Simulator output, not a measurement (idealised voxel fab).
process module | voxel wiring stack
cross-section cut | 290 nm wide | cells 5 nm
A cross-section is a grid of square cells, given in bands from the top down. A band is one or more rows of cells.
Each band's line starts with the height of the band's top and of its bottom, in nm. Then come its materials from left to right, each with its width in nm. One material with "throughout" fills the band from edge to edge. "air" is empty space.
Height 0 is the level under which the wafer as received is all one material. The lowest band goes on downwards, as in "0 down".
A width such as "30 to 40" changes by the same amount from each row of cells to the next, from the band's top row to its bottom row.
"no change" after a step means that no cell of the cross-section changed.
closed voids: empty space of 8 cells or more with no open way to the top, each as width x height at its distance from the left edge, in nm
after a step's settings: what the simulator itself notes on the step
overlay nm, on a step with a mask: how far to the right of its planned place the mask lay; to the left if negative
plan
1 op RECEIVE | material Si
2 op CONFORMAL_DEP | material SiO2 | thk nm 15
3 op DIRECTIONAL_DEP | material TiN | thk nm 5
4 op DIRECTIONAL_DEP | material W | thk nm 20
5 op DIRECTIONAL_DEP | material aC | thk nm 10
6 op PATTERN | tone cover | mask id METAL_1 | material resist | width nm 30 | pitch nm 60 | thk nm 25 | overlay nm 0
7 op DIRECTIONAL_ETCH | etch materials aC | depth nm 10
8 op STRIP | etch materials resist
9 op DIRECTIONAL_ETCH | etch materials W | depth nm 20
10 op DIRECTIONAL_ETCH | etch materials TiN | depth nm 5
11 op STRIP | etch materials aC
12 op FILL_DEP | material SiO2 | thk nm 5
13 op CMP | height nm 40
14 op CONFORMAL_DEP | material SiCN | thk nm 5
15 op DIRECTIONAL_DEP | material lowk | thk nm 30
16 op PATTERN | tone open | mask id METAL_2_HOLES | material resist | width nm 15 | pitch nm 120 | thk nm 15 | overlay nm 0
17 op DIRECTIONAL_ETCH | etch materials lowk | depth nm 30
18 op STRIP | etch materials resist
19 op PATTERN | tone open | mask id METAL_2 | material resist | width nm 30 | pitch nm 60 | thk nm 20 | overlay nm 0
20 op DIRECTIONAL_ETCH | etch materials lowk | depth nm 20
21 op DIRECTIONAL_ETCH | etch materials SiCN | depth nm 5
22 op STRIP | etch materials resist
23 op CONFORMAL_DEP | material TiN | thk nm 5
24 op FILL_DEP | material Cu | thk nm 10
25 op CMP | height nm 75
26 op CONFORMAL_DEP | material SiCN | thk nm 5
27 op DIRECTIONAL_DEP | material SiO2 | thk nm 15
28 op PATTERN | tone open | mask id PLUG_2 | material resist | width nm 15 | pitch nm 60 | thk nm 15 | overlay nm 0
29 op DIRECTIONAL_ETCH | etch materials SiO2 | depth nm 15
30 op DIRECTIONAL_ETCH | etch materials SiCN | depth nm 5
31 op STRIP | etch materials resist
32 op EPI | material Ru | thk nm 10
33 op EPI | material Ru | thk nm 10
34 op DIRECTIONAL_DEP | material TiN | thk nm 5
35 op DIRECTIONAL_DEP | material W | thk nm 20
36 op DIRECTIONAL_DEP | material aC | thk nm 10
37 op PATTERN | tone cover | mask id METAL_3 | material resist | width nm 30 | pitch nm 60 | thk nm 25 | overlay nm 0
38 op DIRECTIONAL_ETCH | etch materials aC | depth nm 10
39 op STRIP | etch materials resist
40 op DIRECTIONAL_ETCH | etch materials W | depth nm 20
41 op DIRECTIONAL_ETCH | etch materials TiN | depth nm 5
42 op STRIP | etch materials aC
43 op FILL_DEP | material lowk | thk nm 5
44 op CMP | height nm 120
45 op CONFORMAL_DEP | material SiCN | thk nm 5
as received, after step 1
  0 down: Si throughout
  closed voids: none
a wafer at the end: this start, this plan, one mistake
  125 to 120: SiCN throughout
  120 to 100: lowk 70 | W 30 | lowk 30 | W 30 | lowk 30 | W 30 | lowk 70
  100 to 95: lowk 70 | TiN 30 | lowk 30 | TiN 30 | lowk 30 | TiN 30 | lowk 70
  95 to 80: SiO2 70 | Ru 15 | SiO2 45 | Ru 15 | SiO2 45 | Ru 15 | SiO2 85
  80 to 75: SiCN 70 | Ru 15 | SiCN 45 | Ru 15 | SiCN 45 | Ru 15 | SiCN 85
  75 to 60: lowk 70 | TiN 5 | Cu 20 | TiN 5 | lowk 30 | TiN 5 | Cu 20 | TiN 5 | lowk 30 | TiN 5 | Cu 20 | TiN 5 | lowk 70
  60 to 55: lowk 70 | TiN 5 | Cu 5 | TiN 20 | lowk 30 | TiN 30 | lowk 30 | TiN 5 | Cu 5 | TiN 20 | lowk 70
  55 to 45: lowk 70 | TiN 5 | Cu 5 | TiN 5 | lowk 105 | TiN 5 | Cu 5 | TiN 5 | lowk 85
  45 to 40: SiCN 70 | TiN 15 | SiCN 105 | TiN 15 | SiCN 85
  40 to 35: SiO2 throughout
  35 to 15: SiO2 70 | W 30 | SiO2 30 | W 30 | SiO2 30 | W 30 | SiO2 70
  15 to 0: SiO2 throughout
  0 down: Si throughout
  closed voids: none
what went wrong: step 3 was left out
